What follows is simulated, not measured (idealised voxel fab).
process module | voxel released beams
cross-section cut | 180 nm wide | cells 5 nm
A cross-section is a grid of square cells, given in bands from the top down. A band is one or more rows of cells.
Each band's line starts with the height of the band's top and of its bottom, in nm. Then come its materials from left to right, each with its width in nm. One material with "throughout" fills the band from edge to edge. "air" is empty space.
Height 0 is the level under which the wafer as received is all one material. The lowest band goes on downwards, as in "0 down".
A width such as "30 to 40" changes by the same amount from each row of cells to the next, from the band's top row to its bottom row.
"no change" after a step means that no cell of the cross-section changed.
closed voids: empty space of 8 cells or more with no open way to the top, each as width x height at its distance from the left edge, in nm
after a step's settings: what the simulator itself notes on the step
overlay nm, on a step with a mask: how far to the right of its planned place the mask lay; to the left if negative
Each pair below shows a cross-section before one step and the cross-section after it, down to the lowest band that changed. The line under each pair gives the step between them, with its settings. The pairs can come from different runs of this module on the same starting wafer, so a pair continues from the pair above only where its "before" says so.
before
  0 down: Si throughout
  closed voids: none
after
  5 to 0: SiN throughout
  below 0: unchanged
  closed voids: none
the step between: op CONFORMAL_DEP | material SiN | thk nm 5
before: the cross-section after the pair above
after
  20 to 5: SiO2 throughout
  below 5: unchanged
  closed voids: none
the step between: op DIRECTIONAL_DEP | material SiO2 | thk nm 15
before: the cross-section after the pair above
after
  35 to 20: aC throughout
  below 20: unchanged
  closed voids: none
the step between: op DIRECTIONAL_DEP | material aC | thk nm 15
before: the cross-section after the pair above
after
  65 to 35: resist 35 | air 25 | resist 120
  below 35: unchanged
  closed voids: none
the step between: op PATTERN | tone open | mask id ANCHOR | material resist | width nm 25 | thk nm 30 | overlay nm 0
before: the cross-section after the pair above
after
  50 to 35: resist 35 | air 25 | resist 120
  35 to 20: aC 35 | air 25 | aC 120
  below 20: unchanged
  closed voids: none
the step between: op DIRECTIONAL_ETCH | etch materials aC | depth nm 15
before: the cross-section after the pair above
after
  35 to 20: aC 35 | air 25 | aC 120
  below 20: unchanged
  closed voids: none
the step between: op STRIP | etch materials resist
before: the cross-section after the pair above
after
  35 to 20: aC 35 | air 25 | aC 120
  20 to 5: SiO2 35 | air 25 | SiO2 120
  below 5: unchanged
  closed voids: none
the step between: op DIRECTIONAL_ETCH | etch materials SiO2 | depth nm 15
before: the cross-section after the pair above
after
  20 to 5: SiO2 35 | air 25 | SiO2 120
  below 5: unchanged
  closed voids: none
the step between: op STRIP | etch materials aC
before: the cross-section after the pair above
after
  30 to 20: polySi 45 | air 5 | polySi 130
  20 to 15: SiO2 35 | polySi 10 | air 5 | polySi 10 | SiO2 120
  15 to 5: SiO2 35 | polySi 25 | SiO2 120
  below 5: unchanged
  closed voids: none
the step between: op CONFORMAL_DEP | material polySi | thk nm 10
before: the cross-section after the pair above
after
  45 to 30: aC 45 | air 5 | aC 130
  30 to 20: polySi 45 | aC 5 | polySi 130
  20 to 15: SiO2 35 | polySi 10 | aC 5 | polySi 10 | SiO2 120
  below 15: unchanged
  closed voids: none
the step between: op DIRECTIONAL_DEP | material aC | thk nm 15
before: the cross-section after the pair above
after
  75 to 45: air 30 | resist 110 | air 40
  45 to 30: aC 45 | resist 5 | aC 130
  below 30: unchanged
  closed voids: none
the step between: op PATTERN | tone cover | mask id BEAM | material resist | width nm 110 | thk nm 30 | overlay nm 0
before: the cross-section after the pair above
after
  60 to 45: air 30 | resist 110 | air 40
  45 to 30: air 30 | aC 15 | resist 5 | aC 90 | air 40
  below 30: unchanged
  closed voids: none
the step between: op DIRECTIONAL_ETCH | etch materials aC | depth nm 15
before: the cross-section after the pair above
after
  45 to 30: air 30 | aC 15 | air 5 | aC 90 | air 40
  below 30: unchanged
  closed voids: none
the step between: op STRIP | etch materials resist
before: the cross-section after the pair above
after
  45 to 30: air 30 | aC 15 | air 5 | aC 90 | air 40
  30 to 20: air 30 | polySi 15 | aC 5 | polySi 90 | air 40
  below 20: unchanged
  closed voids: none
the step between: op DIRECTIONAL_ETCH | etch materials polySi | depth nm 10
before: the cross-section after the pair above
after
  30 to 20: air 30 | polySi 15 | air 5 | polySi 90 | air 40
  20 to 15: SiO2 35 | polySi 10 | air 5 | polySi 10 | SiO2 120
  below 15: unchanged
  closed voids: none
the step between: op STRIP | etch materials aC
before: the cross-section after the pair above
after
  30 to 20: air 30 | polySi 15 | air 5 | polySi 90 | air 40
  20 to 15: air 35 | polySi 10 | air 5 | polySi 10 | air 120
  15 to 5: air 35 | polySi 25 | air 120
  below 5: unchanged
  closed voids: none
the step between: op STRIP | etch materials SiO2
before
  0 down: Si throughout
  closed voids: none
after
  15 to 0: SiO2 throughout
  below 0: unchanged
  closed voids: none
the step between: op DIRECTIONAL_DEP | material SiO2 | thk nm 15
before: the cross-section after the pair above
after
  30 to 15: aC throughout
  below 15: unchanged
  closed voids: none
the step between: op DIRECTIONAL_DEP | material aC | thk nm 15
before: the cross-section after the pair above
after
  60 to 30: resist 35 | air 25 | resist 120
  below 30: unchanged
  closed voids: none
the step between: op PATTERN | tone open | mask id ANCHOR | material resist | width nm 25 | thk nm 30 | overlay nm 0
before: the cross-section after the pair above
after
  45 to 30: resist 35 | air 25 | resist 120
  30 to 15: aC 35 | air 25 | aC 120
  below 15: unchanged
  closed voids: none
the step between: op DIRECTIONAL_ETCH | etch materials aC | depth nm 15
before: the cross-section after the pair above
after
  30 to 15: aC 35 | air 25 | aC 120
  below 15: unchanged
  closed voids: none
the step between: op STRIP | etch materials resist
before: the cross-section after the pair above
after
  30 to 15: aC 35 | air 25 | aC 120
  15 to 0: SiO2 35 | air 25 | SiO2 120
  below 0: unchanged
  closed voids: none
the step between: op DIRECTIONAL_ETCH | etch materials SiO2 | depth nm 15
before: the cross-section after the pair above
after
  15 to 0: SiO2 35 | air 25 | SiO2 120
  below 0: unchanged
  closed voids: none
the step between: op STRIP | etch materials aC
before: the cross-section after the pair above
after
  25 to 15: polySi 45 | air 5 | polySi 130
  15 to 10: SiO2 35 | polySi 10 | air 5 | polySi 10 | SiO2 120
  10 to 0: SiO2 35 | polySi 25 | SiO2 120
  below 0: unchanged
  closed voids: none
the step between: op CONFORMAL_DEP | material polySi | thk nm 10
before: the cross-section after the pair above
after
  40 to 25: aC 45 | air 5 | aC 130
  25 to 15: polySi 45 | aC 5 | polySi 130
  15 to 10: SiO2 35 | polySi 10 | aC 5 | polySi 10 | SiO2 120
  below 10: unchanged
  closed voids: none
the step between: op DIRECTIONAL_DEP | material aC | thk nm 15
before: the cross-section after the pair above
after
  70 to 40: air 30 | resist 110 | air 40
  40 to 25: aC 45 | resist 5 | aC 130
  below 25: unchanged
  closed voids: none
the step between: op PATTERN | tone cover | mask id BEAM | material resist | width nm 110 | thk nm 30 | overlay nm 0
before: the cross-section after the pair above
after
  55 to 40: air 30 | resist 110 | air 40
  40 to 25: air 30 | aC 15 | resist 5 | aC 90 | air 40
  below 25: unchanged
  closed voids: none
the step between: op DIRECTIONAL_ETCH | etch materials aC | depth nm 15
before: the cross-section after the pair above
after
  40 to 25: air 30 | aC 15 | air 5 | aC 90 | air 40
  below 25: unchanged
  closed voids: none
the step between: op STRIP | etch materials resist
before: the cross-section after the pair above
after
  40 to 25: air 30 | aC 15 | air 5 | aC 90 | air 40
  25 to 15: air 30 | polySi 15 | aC 5 | polySi 90 | air 40
  below 15: unchanged
  closed voids: none
the step between: op DIRECTIONAL_ETCH | etch materials polySi | depth nm 10
before: the cross-section after the pair above
after
  25 to 15: air 30 | polySi 15 | air 5 | polySi 90 | air 40
  15 to 10: SiO2 35 | polySi 10 | air 5 | polySi 10 | SiO2 120
  below 10: unchanged
  closed voids: none
the step between: op STRIP | etch materials aC
before: the cross-section after the pair above
after
  25 to 15: air 30 | polySi 15 | air 5 | polySi 90 | air 40
  15 to 10: air 35 | polySi 10 | air 5 | polySi 10 | air 120
  10 to 0: air 35 | polySi 25 | air 120
  below 0: unchanged
  closed voids: none
the step between: op STRIP | etch materials SiO2
before
  15 to 0: SiO2 throughout
  0 down: Si throughout
  closed voids: none
after
  20 to 15: SiN throughout
  below 15: unchanged
  closed voids: none
the step between: op CONFORMAL_DEP | material SiN | thk nm 5
before: the cross-section after the pair above
after
  35 to 20: aC throughout
  below 20: unchanged
  closed voids: none
the step between: op DIRECTIONAL_DEP | material aC | thk nm 15
before: the cross-section after the pair above
after
  65 to 35: resist 35 | air 25 | resist 120
  below 35: unchanged
  closed voids: none
the step between: op PATTERN | tone open | mask id ANCHOR | material resist | width nm 25 | thk nm 30 | overlay nm 0
before: the cross-section after the pair above
after
  50 to 35: resist 35 | air 25 | resist 120
  35 to 20: aC 35 | air 25 | aC 120
  below 20: unchanged
  closed voids: none
the step between: op DIRECTIONAL_ETCH | etch materials aC | depth nm 15
before: the cross-section after the pair above
after
  35 to 20: aC 35 | air 25 | aC 120
  below 20: unchanged
  closed voids: none
the step between: op STRIP | etch materials resist
before: the cross-section after the pair above
after
  20 to 15: SiN throughout
  below 15: unchanged
  closed voids: none
the step between: op STRIP | etch materials aC
before: the cross-section after the pair above
after
  30 to 20: polySi throughout
  below 20: unchanged
  closed voids: none
the step between: op CONFORMAL_DEP | material polySi | thk nm 10
before: the cross-section after the pair above
after
  45 to 30: aC throughout
  below 30: unchanged
  closed voids: none
the step between: op DIRECTIONAL_DEP | material aC | thk nm 15
before: the cross-section after the pair above
after
  75 to 45: air 30 | resist 110 | air 40
  below 45: unchanged
  closed voids: none
the step between: op PATTERN | tone cover | mask id BEAM | material resist | width nm 110 | thk nm 30 | overlay nm 0
before: the cross-section after the pair above
after
  60 to 45: air 30 | resist 110 | air 40
  45 to 30: air 30 | aC 110 | air 40
  below 30: unchanged
  closed voids: none
the step between: op DIRECTIONAL_ETCH | etch materials aC | depth nm 15
before: the cross-section after the pair above
after
  45 to 30: air 30 | aC 110 | air 40
  below 30: unchanged
  closed voids: none
the step between: op STRIP | etch materials resist
before: the cross-section after the pair above
after
  45 to 30: air 30 | aC 110 | air 40
  30 to 20: air 30 | polySi 110 | air 40
  below 20: unchanged
  closed voids: none
the step between: op DIRECTIONAL_ETCH | etch materials polySi | depth nm 10
before: the cross-section after the pair above
after
  30 to 20: air 30 | polySi 110 | air 40
  below 20: unchanged
  closed voids: none
the step between: op STRIP | etch materials aC
before
  0 down: Si throughout
  closed voids: none
after
  15 to 0: SiN throughout
  below 0: unchanged
  closed voids: none
the step between: op CONFORMAL_DEP | material SiN | thk nm 15
before: the cross-section after the pair above
after
  30 to 15: SiO2 throughout
  below 15: unchanged
  closed voids: none
the step between: op DIRECTIONAL_DEP | material SiO2 | thk nm 15
before: the cross-section after the pair above
after
  45 to 30: aC throughout
  below 30: unchanged
  closed voids: none
the step between: op DIRECTIONAL_DEP | material aC | thk nm 15
before: the cross-section after the pair above
after
  75 to 45: resist 35 | air 25 | resist 120
  below 45: unchanged
  closed voids: none
the step between: op PATTERN | tone open | mask id ANCHOR | material resist | width nm 25 | thk nm 30 | overlay nm 0
before: the cross-section after the pair above
after
  60 to 45: resist 35 | air 25 | resist 120
  45 to 30: aC 35 | air 25 | aC 120
  below 30: unchanged
  closed voids: none
the step between: op DIRECTIONAL_ETCH | etch materials aC | depth nm 15
before: the cross-section after the pair above
after
  45 to 30: aC 35 | air 25 | aC 120
  below 30: unchanged
  closed voids: none
the step between: op STRIP | etch materials resist
before: the cross-section after the pair above
after
  45 to 30: aC 35 | air 25 | aC 120
  30 to 15: SiO2 35 | air 25 | SiO2 120
  below 15: unchanged
  closed voids: none
the step between: op DIRECTIONAL_ETCH | etch materials SiO2 | depth nm 15
before: the cross-section after the pair above
after
  30 to 15: SiO2 35 | air 25 | SiO2 120
  below 15: unchanged
  closed voids: none
the step between: op STRIP | etch materials aC
before: the cross-section after the pair above
after
  40 to 30: polySi 45 | air 5 | polySi 130
  30 to 25: SiO2 35 | polySi 10 | air 5 | polySi 10 | SiO2 120
  25 to 15: SiO2 35 | polySi 25 | SiO2 120
  below 15: unchanged
  closed voids: none
the step between: op CONFORMAL_DEP | material polySi | thk nm 10
before: the cross-section after the pair above
after
  55 to 40: aC 45 | air 5 | aC 130
  40 to 30: polySi 45 | aC 5 | polySi 130
  30 to 25: SiO2 35 | polySi 10 | aC 5 | polySi 10 | SiO2 120
  below 25: unchanged
  closed voids: none
the step between: op DIRECTIONAL_DEP | material aC | thk nm 15
before: the cross-section after the pair above
after
  85 to 55: air 30 | resist 110 | air 40
  55 to 40: aC 45 | resist 5 | aC 130
  below 40: unchanged
  closed voids: none
the step between: op PATTERN | tone cover | mask id BEAM | material resist | width nm 110 | thk nm 30 | overlay nm 0
before: the cross-section after the pair above
after
  70 to 55: air 30 | resist 110 | air 40
  55 to 40: air 30 | aC 15 | resist 5 | aC 90 | air 40
  below 40: unchanged
  closed voids: none
the step between: op DIRECTIONAL_ETCH | etch materials aC | depth nm 15
before: the cross-section after the pair above
after
  55 to 40: air 30 | aC 15 | air 5 | aC 90 | air 40
  below 40: unchanged
  closed voids: none
the step between: op STRIP | etch materials resist
before: the cross-section after the pair above
after
  55 to 40: air 30 | aC 15 | air 5 | aC 90 | air 40
  40 to 30: air 30 | polySi 15 | aC 5 | polySi 90 | air 40
  below 30: unchanged
  closed voids: none
the step between: op DIRECTIONAL_ETCH | etch materials polySi | depth nm 10
before: the cross-section after the pair above
after
  40 to 30: air 30 | polySi 15 | air 5 | polySi 90 | air 40
  30 to 25: SiO2 35 | polySi 10 | air 5 | polySi 10 | SiO2 120
  below 25: unchanged
  closed voids: none
the step between: op STRIP | etch materials aC
before: the cross-section after the pair above
after
  40 to 30: air 30 | polySi 15 | air 5 | polySi 90 | air 40
  30 to 25: air 35 | polySi 10 | air 5 | polySi 10 | air 120
  25 to 15: air 35 | polySi 25 | air 120
  below 15: unchanged
  closed voids: none
the step between: op STRIP | etch materials SiO2
before
  35 to 20: aC throughout
  20 to 5: SiO2 throughout
  5 to 0: SiN throughout
  0 down: Si throughout
  closed voids: none
after
  65 to 35: resist 40 | air 15 | resist 125
  below 35: unchanged
  closed voids: none
the step between: op PATTERN | tone open | mask id ANCHOR | material resist | width nm 15 | thk nm 30 | overlay nm 0
before: the cross-section after the pair above
after
  50 to 35: resist 40 | air 15 | resist 125
  35 to 20: aC 40 | air 15 | aC 125
  below 20: unchanged
  closed voids: none
the step between: op DIRECTIONAL_ETCH | etch materials aC | depth nm 15
before: the cross-section after the pair above
after
  35 to 20: aC 40 | air 15 | aC 125
  below 20: unchanged
  closed voids: none
the step between: op STRIP | etch materials resist
before: the cross-section after the pair above
after
  35 to 20: aC 40 | air 15 | aC 125
  20 to 5: SiO2 40 | air 15 | SiO2 125
  below 5: unchanged
  closed voids: none
the step between: op DIRECTIONAL_ETCH | etch materials SiO2 | depth nm 15
before: the cross-section after the pair above
after
  20 to 5: SiO2 40 | air 15 | SiO2 125
  below 5: unchanged
  closed voids: none
the step between: op STRIP | etch materials aC
before: the cross-section after the pair above
after
  30 to 20: polySi throughout
  20 to 5: SiO2 40 | polySi 15 | SiO2 125
  below 5: unchanged
  closed voids: none
the step between: op CONFORMAL_DEP | material polySi | thk nm 10
before: the cross-section after the pair above
after
  45 to 30: aC throughout
  below 30: unchanged
  closed voids: none
the step between: op DIRECTIONAL_DEP | material aC | thk nm 15
before: the cross-section after the pair above
after
  75 to 45: air 30 | resist 110 | air 40
  below 45: unchanged
  closed voids: none
the step between: op PATTERN | tone cover | mask id BEAM | material resist | width nm 110 | thk nm 30 | overlay nm 0
before: the cross-section after the pair above
after
  60 to 45: air 30 | resist 110 | air 40
  45 to 30: air 30 | aC 110 | air 40
  below 30: unchanged
  closed voids: none
the step between: op DIRECTIONAL_ETCH | etch materials aC | depth nm 15
before: the cross-section after the pair above
after
  45 to 30: air 30 | aC 110 | air 40
  below 30: unchanged
  closed voids: none
the step between: op STRIP | etch materials resist
before: the cross-section after the pair above
after
  45 to 30: air 30 | aC 110 | air 40
  30 to 20: air 30 | polySi 110 | air 40
  below 20: unchanged
  closed voids: none
the step between: op DIRECTIONAL_ETCH | etch materials polySi | depth nm 10
before: the cross-section after the pair above
after
  30 to 20: air 30 | polySi 110 | air 40
  below 20: unchanged
  closed voids: none
the step between: op STRIP | etch materials aC
before: the cross-section after the pair above
after
  30 to 20: air 30 | polySi 110 | air 40
  20 to 5: air 40 | polySi 15 | air 125
  below 5: unchanged
  closed voids: none
the step between: op STRIP | etch materials SiO2
before
  35 to 20: aC throughout
  20 to 5: SiO2 throughout
  5 to 0: SiN throughout
  0 down: Si throughout
  closed voids: none
after
  65 to 35: resist 40 | air 25 | resist 115
  below 35: unchanged
  closed voids: none
the step between: op PATTERN | tone open | mask id ANCHOR | material resist | width nm 25 | thk nm 30 | overlay nm 5
before: the cross-section after the pair above
after
  50 to 35: resist 40 | air 25 | resist 115
  35 to 20: aC 40 | air 25 | aC 115
  below 20: unchanged
  closed voids: none
the step between: op DIRECTIONAL_ETCH | etch materials aC | depth nm 15
before: the cross-section after the pair above
after
  35 to 20: aC 40 | air 25 | aC 115
  below 20: unchanged
  closed voids: none
the step between: op STRIP | etch materials resist
before: the cross-section after the pair above
after
  35 to 20: aC 40 | air 25 | aC 115
  20 to 5: SiO2 40 | air 25 | SiO2 115
  below 5: unchanged
  closed voids: none
the step between: op DIRECTIONAL_ETCH | etch materials SiO2 | depth nm 15
before: the cross-section after the pair above
after
  20 to 5: SiO2 40 | air 25 | SiO2 115
  below 5: unchanged
  closed voids: none
the step between: op STRIP | etch materials aC
before: the cross-section after the pair above
after
  30 to 20: polySi 50 | air 5 | polySi 125
  20 to 15: SiO2 40 | polySi 10 | air 5 | polySi 10 | SiO2 115
  15 to 5: SiO2 40 | polySi 25 | SiO2 115
  below 5: unchanged
  closed voids: none
the step between: op CONFORMAL_DEP | material polySi | thk nm 10
before: the cross-section after the pair above
after
  45 to 30: aC 50 | air 5 | aC 125
  30 to 20: polySi 50 | aC 5 | polySi 125
  20 to 15: SiO2 40 | polySi 10 | aC 5 | polySi 10 | SiO2 115
  below 15: unchanged
  closed voids: none
the step between: op DIRECTIONAL_DEP | material aC | thk nm 15
before: the cross-section after the pair above
after
  75 to 45: air 30 | resist 110 | air 40
  45 to 30: aC 50 | resist 5 | aC 125
  below 30: unchanged
  closed voids: none
the step between: op PATTERN | tone cover | mask id BEAM | material resist | width nm 110 | thk nm 30 | overlay nm 0
before: the cross-section after the pair above
after
  60 to 45: air 30 | resist 110 | air 40
  45 to 30: air 30 | aC 20 | resist 5 | aC 85 | air 40
  below 30: unchanged
  closed voids: none
the step between: op DIRECTIONAL_ETCH | etch materials aC | depth nm 15
before: the cross-section after the pair above
after
  45 to 30: air 30 | aC 20 | air 5 | aC 85 | air 40
  below 30: unchanged
  closed voids: none
the step between: op STRIP | etch materials resist
before: the cross-section after the pair above
after
  45 to 30: air 30 | aC 20 | air 5 | aC 85 | air 40
  30 to 20: air 30 | polySi 20 | aC 5 | polySi 85 | air 40
  below 20: unchanged
  closed voids: none
the step between: op DIRECTIONAL_ETCH | etch materials polySi | depth nm 10
before: the cross-section after the pair above
after
  30 to 20: air 30 | polySi 20 | air 5 | polySi 85 | air 40
  20 to 15: SiO2 40 | polySi 10 | air 5 | polySi 10 | SiO2 115
  below 15: unchanged
  closed voids: none
the step between: op STRIP | etch materials aC
before: the cross-section after the pair above
after
  30 to 20: air 30 | polySi 20 | air 5 | polySi 85 | air 40
  20 to 15: air 40 | polySi 10 | air 5 | polySi 10 | air 115
  15 to 5: air 40 | polySi 25 | air 115
  below 5: unchanged
  closed voids: none
the step between: op STRIP | etch materials SiO2
before
  35 to 20: aC 35 | air 25 | aC 120
  20 to 5: SiO2 35 | air 25 | SiO2 120
  5 to 0: SiN throughout
  0 down: Si throughout
  closed voids: none
after
  0 down: Si throughout
  closed voids: none
the step between: op STRIP | etch materials SiN
before: the cross-section after the pair above
after
  10 to 0: polySi throughout
  below 0: unchanged
  closed voids: none
the step between: op CONFORMAL_DEP | material polySi | thk nm 10
before: the cross-section after the pair above
after
  25 to 10: aC throughout
  below 10: unchanged
  closed voids: none
the step between: op DIRECTIONAL_DEP | material aC | thk nm 15
before: the cross-section after the pair above
after
  55 to 25: air 30 | resist 110 | air 40
  below 25: unchanged
  closed voids: none
the step between: op PATTERN | tone cover | mask id BEAM | material resist | width nm 110 | thk nm 30 | overlay nm 0
before: the cross-section after the pair above
after
  40 to 25: air 30 | resist 110 | air 40
  25 to 10: air 30 | aC 110 | air 40
  below 10: unchanged
  closed voids: none
the step between: op DIRECTIONAL_ETCH | etch materials aC | depth nm 15
before: the cross-section after the pair above
after
  25 to 10: air 30 | aC 110 | air 40
  below 10: unchanged
  closed voids: none
the step between: op STRIP | etch materials resist
before: the cross-section after the pair above
after
  25 to 10: air 30 | aC 110 | air 40
  10 to 0: air 30 | polySi 110 | air 40
  below 0: unchanged
  closed voids: none
the step between: op DIRECTIONAL_ETCH | etch materials polySi | depth nm 10
before: the cross-section after the pair above
after
  10 to 0: air 30 | polySi 110 | air 40
  below 0: unchanged
  closed voids: none
the step between: op STRIP | etch materials aC
before
  35 to 20: aC throughout
  20 to 5: SiO2 throughout
  5 to 0: SiN throughout
  0 down: Si throughout
  closed voids: none
after
  65 to 35: air 35 | resist 25 | air 120
  below 35: unchanged
  closed voids: none
the step between: op PATTERN | tone cover | mask id ANCHOR | material resist | width nm 25 | thk nm 30 | overlay nm 0
before: the cross-section after the pair above
after
  50 to 35: air 35 | resist 25 | air 120
  35 to 20: air 35 | aC 25 | air 120
  below 20: unchanged
  closed voids: none
the step between: op DIRECTIONAL_ETCH | etch materials aC | depth nm 15
before: the cross-section after the pair above
after
  35 to 20: air 35 | aC 25 | air 120
  below 20: unchanged
  closed voids: none
the step between: op STRIP | etch materials resist
before: the cross-section after the pair above
after
  35 to 20: air 35 | aC 25 | air 120
  20 to 5: air 35 | SiO2 25 | air 120
  below 5: unchanged
  closed voids: none
the step between: op DIRECTIONAL_ETCH | etch materials SiO2 | depth nm 15
before: the cross-section after the pair above
after
  20 to 5: air 35 | SiO2 25 | air 120
  below 5: unchanged
  closed voids: none
the step between: op STRIP | etch materials aC
before: the cross-section after the pair above
after
  30 to 20: air 25 | polySi 45 | air 110
  20 to 15: air 25 | polySi 10 | SiO2 25 | polySi 10 | air 110
  15 to 5: polySi 35 | SiO2 25 | polySi 120
  below 5: unchanged
  closed voids: none
the step between: op CONFORMAL_DEP | material polySi | thk nm 10
before: the cross-section after the pair above
after
  45 to 30: air 25 | aC 45 | air 110
  30 to 20: aC 25 | polySi 45 | aC 110
  20 to 15: aC 25 | polySi 10 | SiO2 25 | polySi 10 | aC 110
  below 15: unchanged
  closed voids: none
the step between: op DIRECTIONAL_DEP | material aC | thk nm 15
before: the cross-section after the pair above
after
  75 to 45: air 30 | resist 110 | air 40
  45 to 30: air 25 | aC 45 | resist 70 | air 40
  below 30: unchanged
  closed voids: none
the step between: op PATTERN | tone cover | mask id BEAM | material resist | width nm 110 | thk nm 30 | overlay nm 0
before: the cross-section after the pair above
after
  60 to 45: air 30 | resist 110 | air 40
  45 to 30: air 30 | aC 40 | resist 70 | air 40
  30 to 20: air 25 | polySi 45 | aC 70 | air 40
  20 to 15: air 25 | polySi 10 | SiO2 25 | polySi 10 | aC 70 | air 40
  below 15: unchanged
  closed voids: none
the step between: op DIRECTIONAL_ETCH | etch materials aC | depth nm 15
before: the cross-section after the pair above
after
  45 to 30: air 30 | aC 40 | air 110
  below 30: unchanged
  closed voids: none
the step between: op STRIP | etch materials resist
before: the cross-section after the pair above
after
  45 to 30: air 30 | aC 40 | air 110
  30 to 20: air 30 | polySi 40 | aC 70 | air 40
  20 to 15: air 25 | polySi 10 | SiO2 25 | polySi 10 | aC 70 | air 40
  15 to 5: air 25 | polySi 10 | SiO2 25 | polySi 80 | air 40
  below 5: unchanged
  closed voids: none
the step between: op DIRECTIONAL_ETCH | etch materials polySi | depth nm 10
before: the cross-section after the pair above
after
  30 to 20: air 30 | polySi 40 | air 110
  20 to 15: air 25 | polySi 10 | SiO2 25 | polySi 10 | air 110
  below 15: unchanged
  closed voids: none
the step between: op STRIP | etch materials aC
